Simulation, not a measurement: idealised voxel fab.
The following is a process module called voxel gate over fins.
Section cut is 230 nm wide and gridded with 5 nm square cells.
Reading order for cross-sections: top band down to bottom band. Underlying form: a grid of square cells. Band size: one or more rows of cells.
Each band's line starts with the height of the band's top and of its bottom, in nm. Then come its materials from left to right, each with its width in nm. One material with "throughout" fills the band from edge to edge. "empty" is empty space.
Heads up on the height convention: 0 is the point under which the incoming wafer is all one material, and the lowest band has no bottom, it just keeps going down, like "0 nm and below".
The notation "30->40" denotes a width that varies across the rows of cells in the band, beginning at the first number in the top row, finishing at the second number in the bottom row, and changing by an identical amount from each row to the next.
You'll sometimes find "nothing different" written for a step, and that's the way of saying that nowhere in the cross-section did a cell change during that step.
"Listed closed voids": empty spaces of 8 cells or more with no open way to the top, each given as width x height at distance, distance from the left edge, all in nm.
Where a step's line continues beyond its settings, the continuation is a remark by the simulator itself on that step.
overlay nm: where the mask lay relative to plan, measured to the right, on steps with a mask; negatives go left.

Steps in the process plan:
step 1: RECEIVE: material Si
step 2: CONFORMAL_DEP: material SiN, thk nm 10
step 3: MASKED_ETCH: tone cover, mask id FINS, width nm 15, pitch nm 40, etch materials SiN, depth nm 10, overlay nm 0
step 4: MASKED_ETCH: tone cover, mask id FINS, width nm 15, pitch nm 40, etch materials Si, depth nm 30, overlay nm 0
step 5: OXIDIZE: depth nm 5
step 6: FILL_DEP: material SiO2, thk nm 5
step 7: CMP: height nm 10
step 8: SELECTIVE_ETCH: etch materials SiO2, depth nm 25
step 9: STRIP: etch materials SiN
step 10: CONFORMAL_DEP: material HfO2, thk nm 5
step 11: CONFORMAL_DEP: material TiN, thk nm 5
step 12: FILL_DEP: material W, thk nm 10
step 13: CMP: height nm 15
step 14: CONFORMAL_DEP: material SiCN, thk nm 10

Cross-section of the incoming wafer, state after step 1:
  0 nm and below  Si throughout
  Listed closed voids: none

As-planned run: cross-section of the first of two wafers at end of module:
  25 nm to 15 nm  SiCN throughout
  15 nm to 10 nm  W throughout
  10 nm to 5 nm  80 nm W  25 nm TiN  15 nm W  25 nm TiN  85 nm W
  5 nm to 0 nm  80 nm W  5 nm TiN  15 nm HfO2  5 nm TiN  15 nm W  5 nm TiN  15 nm HfO2  5 nm TiN  85 nm W
  0 nm to -5 nm  80 nm W  5 nm TiN  5 nm HfO2  5 nm Si  5 nm HfO2  5 nm TiN  15 nm W  5 nm TiN  5 nm HfO2  5 nm Si  5 nm HfO2  5 nm TiN  85 nm W
  -5 nm to -10 nm  85 nm TiN  5 nm HfO2  5 nm Si  5 nm HfO2  25 nm TiN  5 nm HfO2  5 nm Si  5 nm HfO2  90 nm TiN
  -10 nm to -15 nm  90 nm HfO2  5 nm Si  35 nm HfO2  5 nm Si  95 nm HfO2
  -15 nm to -35 nm  90 nm SiO2  5 nm Si  35 nm SiO2  5 nm Si  95 nm SiO2
  -35 nm and below  Si throughout
  Listed closed voids: none

Here is the second of the two wafers cut open at the end of the module - same start, same plan as the first one, but we made one mistake running it:
  25 nm to 15 nm  SiCN throughout
  15 nm to 10 nm  W throughout
  10 nm to 5 nm  70 nm W  25 nm TiN  15 nm W  25 nm TiN  95 nm W
  5 nm to 0 nm  70 nm W  5 nm TiN  15 nm HfO2  15 nm TiN  5 nm W  5 nm TiN  15 nm HfO2  15 nm TiN  85 nm W
  0 nm to -5 nm  70 nm W  5 nm TiN  5 nm HfO2  5 nm Si  15 nm HfO2  5 nm TiN  5 nm W  5 nm TiN  5 nm HfO2  5 nm Si  15 nm HfO2  5 nm TiN  85 nm W
  -5 nm to -10 nm  75 nm TiN  5 nm HfO2  15 nm Si  5 nm HfO2  15 nm TiN  5 nm HfO2  15 nm Si  5 nm HfO2  90 nm TiN
  -10 nm to -15 nm  80 nm HfO2  15 nm Si  25 nm HfO2  15 nm Si  95 nm HfO2
  -15 nm to -35 nm  80 nm SiO2  15 nm Si  25 nm SiO2  15 nm Si  95 nm SiO2
  -35 nm and below  Si throughout
  Listed closed voids: none
Deviation from plan: step 3, actual vs plan mismatch, actual run MASKED_ETCH: tone cover, mask id FINS, width nm 15, pitch nm 40, etch materials SiN, depth nm 10, overlay nm -10
at the end the second wafer has, in cells: 24 more of Si, 16 fewer of SiO2, 8 fewer of W
